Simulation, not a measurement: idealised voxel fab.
Title: Process Module voxel released beams
We display cut, a cross-section 245 nm in width whose square cells are each 5 nm.
Think of the cross-section as a grid of square cells. We describe it in bands, top to bottom, and each band covers one or more rows of those cells. Per band: top height and bottom height in nm, followed by the left-to-right materials and their widths in nm; "all across" marks a single material spanning edge to edge, "empty" marks empty space. A quick word on heights: they are counted from 0, and under that level the wafer as it came to us is one material throughout. The lowest band is different from the rest in having no bottom; it simply continues downward, written as in "0 and below". Think of "30->40" as a width that walks from the first number to the second as you go down the band, top row to bottom row, taking equal-sized steps from row to row. Step note "remained unchanged" = no cross-section cell changed. The entry "Closed internal voids" lists the empty spaces that cover at least 8 cells and have no open path to the top. Each is written as width x height at distance, where the distance is measured from the left edge and all three values are in nm. Anything after a step's settings on that line? It's the simulator's own note about the step. When a step includes a mask, the "overlay nm" setting on its line states how far to the right of its planned place that mask lay, and negative values state how far to the left.
List of planned process steps:
1. RECEIVE | material Si
2. CONFORMAL_DEP | material SiN | thk nm 5
3. DIRECTIONAL_DEP | material SiO2 | thk nm 20
4. MASKED_ETCH | tone open | mask id ANCHOR | width nm 25 | etch materials SiO2 | depth nm 20 | overlay nm 0
5. CONFORMAL_DEP | material TiN | thk nm 10
6. DIRECTIONAL_DEP | material aC | thk nm 15
7. PATTERN | tone cover | mask id BEAM | material resist | width nm 100 | thk nm 30 | overlay nm 0
8. DIRECTIONAL_ETCH | etch materials aC | depth nm 15
9. STRIP | etch materials resist
10. DIRECTIONAL_ETCH | etch materials TiN | depth nm 10
11. STRIP | etch materials aC
12. STRIP | etch materials SiO2
Cross-section of the incoming wafer, state after step 1:
- 0 and below: Si all across
- Closed internal voids: none
Run as planned - first of the two wafers cross-sectioned at the end of the module:
- 35 down to 25: empty (70); TiN (15); empty (5); TiN (80); empty (75)
- 25 down to 15: empty (75); TiN (10); empty (5); TiN (10); empty (145)
- 15 down to 5: empty (75); TiN (25); empty (145)
- 5 down to 0: SiN all across
- 0 and below: Si all across
- Closed internal voids: none
So this is wafer number two of the two, cut at the end of the module - it started where the first did and had the same plan, we just got one thing wrong running it:
- 35 down to 25: empty (70); TiN (15); empty (5); TiN (80); empty (75)
- 25 down to 15: empty (75); TiN (10); empty (5); TiN (10); empty (145)
- 15 down to 5: empty (75); TiN (25); empty (145)
- 5 down to 0: aC all across
- 0 and below: Si all across
- Closed internal voids: none
The mistake made against the process plan was this: step 2 ran with different settings than intended, the actual operation and settings being CONFORMAL_DEP | material aC | thk nm 5
Wafer comparison, final, in cells, second relative to first, materials more or fewer: SiN: 49 fewer; aC: 49 more
